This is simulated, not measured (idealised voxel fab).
Herein follows the process module entitled voxel spacer lines.
Square cells of 5 nm make up the cross-section cut, whose width is 195 nm.
Reading order for cross-sections: top band down to bottom band. Underlying form: a grid of square cells. Band size: one or more rows of cells.
What a band's entry tells you: where the top is and where the bottom is, as heights in nm, and after that what lies inside, material by material from left to right, each with its width in nm. Empty space is written as the word "empty", and a single material marked with the word "everywhere" occupies the band from edge to edge.
Heights are measured from 0, the level below which the as-received wafer is all one material; the lowest band has no bottom and continues downward, written as in "0 -> down".
Width "30..40": first value at the band's top row of cells, second value at its bottom row, equal change from row to row.
Take "no modifications" at face value: in the step it is given for, the cross-section changed in none of its cells.
The list in "Closed voids list" covers empty spaces of 8 cells or more that cannot reach the top through any open way, and it gives each as width x height at distance; the distance is from the left edge, and width, height and distance are in nm.
Heads up: the bit after the settings on a step's line is the simulator's remark on that step.
The "overlay nm" setting may appear on a step's line; for a step that uses a mask, it gives how far to the right of its planned position the mask lay, and a negative value indicates the left.

The following list gives the planned process steps:
1) RECEIVE [material Si]
2) CONFORMAL_DEP [material Al2O3] [thk nm 10]
3) DIRECTIONAL_DEP [material W] [thk nm 15]
4) DIRECTIONAL_DEP [material polySi] [thk nm 25]
5) PATTERN [tone cover] [mask id MANDREL] [material resist] [width nm 20] [pitch nm 60] [thk nm 30] [overlay nm 0]
6) DIRECTIONAL_ETCH [etch materials polySi] [depth nm 25]
7) STRIP [etch materials resist]
8) CONFORMAL_DEP [material SiO2] [thk nm 10]
9) DIRECTIONAL_ETCH [etch materials SiO2] [depth nm 10]
10) STRIP [etch materials polySi]
11) DIRECTIONAL_ETCH [etch materials W] [depth nm 15]
12) STRIP [etch materials SiO2]

First of two wafers: run as planned:

The cross-section here shows the wafer as received, i.e. in its state after step 1:
	0 -> down = Si everywhere
	Closed voids list: none

So this is the wafer cross-section right after step 2:
	10 -> 0 = Al2O3 everywhere
	Everything under 0 stays put, no change at all.

So this is the wafer cross-section right after step 3:
	25 -> 10 = W everywhere
	Everything under 10 stays put, no change at all.

So this is the wafer cross-section right after step 4:
	50 -> 25 = polySi everywhere
	Everything under 25 stays put, no change at all.

So this is the wafer cross-section right after step 5:
	80 -> 50 = 25 of empty, 20 of resist, 40 of empty, 20 of resist, 40 of empty, 20 of resist, 30 of empty
	Everything under 50 stays put, no change at all.

So this is the wafer cross-section right after step 6:
	80 -> 50 = 25 of empty, 20 of resist, 40 of empty, 20 of resist, 40 of empty, 20 of resist, 30 of empty
	50 -> 25 = 25 of empty, 20 of polySi, 40 of empty, 20 of polySi, 40 of empty, 20 of polySi, 30 of empty
	Everything under 25 stays put, no change at all.

So this is the wafer cross-section right after step 7:
	50 -> 25 = 25 of empty, 20 of polySi, 40 of empty, 20 of polySi, 40 of empty, 20 of polySi, 30 of empty
	Everything under 25 stays put, no change at all.

So this is the wafer cross-section right after step 8:
	60 -> 50 = 15 of empty, 40 of SiO2, 20 of empty, 40 of SiO2, 20 of empty, 40 of SiO2, 20 of empty
	50 -> 35 = 15 of empty, 10 of SiO2, 20 of polySi, 10 of SiO2, 20 of empty, 10 of SiO2, 20 of polySi, 10 of SiO2, 20 of empty, 10 of SiO2, 20 of polySi, 10 of SiO2, 20 of empty
	35 -> 25 = 25 of SiO2, 20 of polySi, 40 of SiO2, 20 of polySi, 40 of SiO2, 20 of polySi, 30 of SiO2
	Everything under 25 stays put, no change at all.

So this is the wafer cross-section right after step 9:
	50 -> 25 = 15 of empty, 10 of SiO2, 20 of polySi, 10 of SiO2, 20 of empty, 10 of SiO2, 20 of polySi, 10 of SiO2, 20 of empty, 10 of SiO2, 20 of polySi, 10 of SiO2, 20 of empty
	Everything under 25 stays put, no change at all.

So this is the wafer cross-section right after step 10:
	50 -> 25 = 15 of empty, 10 of SiO2, 20 of empty, 10 of SiO2, 20 of empty, 10 of SiO2, 20 of empty, 10 of SiO2, 20 of empty, 10 of SiO2, 20 of empty, 10 of SiO2, 20 of empty
	Everything under 25 stays put, no change at all.

So this is the wafer cross-section right after step 11:
	50 -> 25 = 15 of empty, 10 of SiO2, 20 of empty, 10 of SiO2, 20 of empty, 10 of SiO2, 20 of empty, 10 of SiO2, 20 of empty, 10 of SiO2, 20 of empty, 10 of SiO2, 20 of empty
	25 -> 10 = 15 of empty, 10 of W, 20 of empty, 10 of W, 20 of empty, 10 of W, 20 of empty, 10 of W, 20 of empty, 10 of W, 20 of empty, 10 of W, 20 of empty
	Everything under 10 stays put, no change at all.

So this is the wafer cross-section right after step 12:
	25 -> 10 = 15 of empty, 10 of W, 20 of empty, 10 of W, 20 of empty, 10 of W, 20 of empty, 10 of W, 20 of empty, 10 of W, 20 of empty, 10 of W, 20 of empty
	Everything under 10 stays put, no change at all.

Second wafer - shared start and plan with the first - one error in running - same as the first up to step 4 inclusive:

Cross-sectional representation of the second wafer at the time designated in the plan for the completion of step 5:
	80 -> 50 = 25 of resist, 20 of empty, 40 of resist, 20 of empty, 40 of resist, 20 of empty, 30 of resist
	Everything under 50 stays put, no change at all.

Cross-sectional representation of the second wafer at the time designated in the plan for the completion of step 6:
	80 -> 50 = 25 of resist, 20 of empty, 40 of resist, 20 of empty, 40 of resist, 20 of empty, 30 of resist
	50 -> 25 = 25 of polySi, 20 of empty, 40 of polySi, 20 of empty, 40 of polySi, 20 of empty, 30 of polySi
	Everything under 25 stays put, no change at all.

Cross-sectional representation of the second wafer at the time designated in the plan for the completion of step 7:
	50 -> 25 = 25 of polySi, 20 of empty, 40 of polySi, 20 of empty, 40 of polySi, 20 of empty, 30 of polySi
	Everything under 25 stays put, no change at all.

Cross-sectional representation of the second wafer at the time designated in the plan for the completion of step 8:
	60 -> 50 = SiO2 everywhere
	50 -> 25 = 25 of polySi, 20 of SiO2, 40 of polySi, 20 of SiO2, 40 of polySi, 20 of SiO2, 30 of polySi
	Everything under 25 stays put, no change at all.

Cross-sectional representation of the second wafer at the time designated in the plan for the completion of step 9:
	50 -> 25 = 25 of polySi, 20 of SiO2, 40 of polySi, 20 of SiO2, 40 of polySi, 20 of SiO2, 30 of polySi
	Everything under 25 stays put, no change at all.

Cross-sectional representation of the second wafer at the time designated in the plan for the completion of step 10:
	50 -> 25 = 25 of empty, 20 of SiO2, 40 of empty, 20 of SiO2, 40 of empty, 20 of SiO2, 30 of empty
	Everything under 25 stays put, no change at all.

Cross-sectional representation of the second wafer at the time designated in the plan for the completion of step 11:
	50 -> 25 = 25 of empty, 20 of SiO2, 40 of empty, 20 of SiO2, 40 of empty, 20 of SiO2, 30 of empty
	25 -> 10 = 25 of empty, 20 of W, 40 of empty, 20 of W, 40 of empty, 20 of W, 30 of empty
	Everything under 10 stays put, no change at all.

Cross-sectional representation of the second wafer at the time designated in the plan for the completion of step 12:
	25 -> 10 = 25 of empty, 20 of W, 40 of empty, 20 of W, 40 of empty, 20 of W, 30 of empty
	Everything under 10 stays put, no change at all.
In executing the process, a mistake was made relative to the plan: it should be noted that step 5 was executed with settings other than those planned, the operation and settings actually applied being PATTERN [tone open] [mask id MANDREL] [material resist] [width nm 20] [pitch nm 60] [thk nm 30] [overlay nm 0]
Cell counts per material: same on both final wafers. Positions: different.
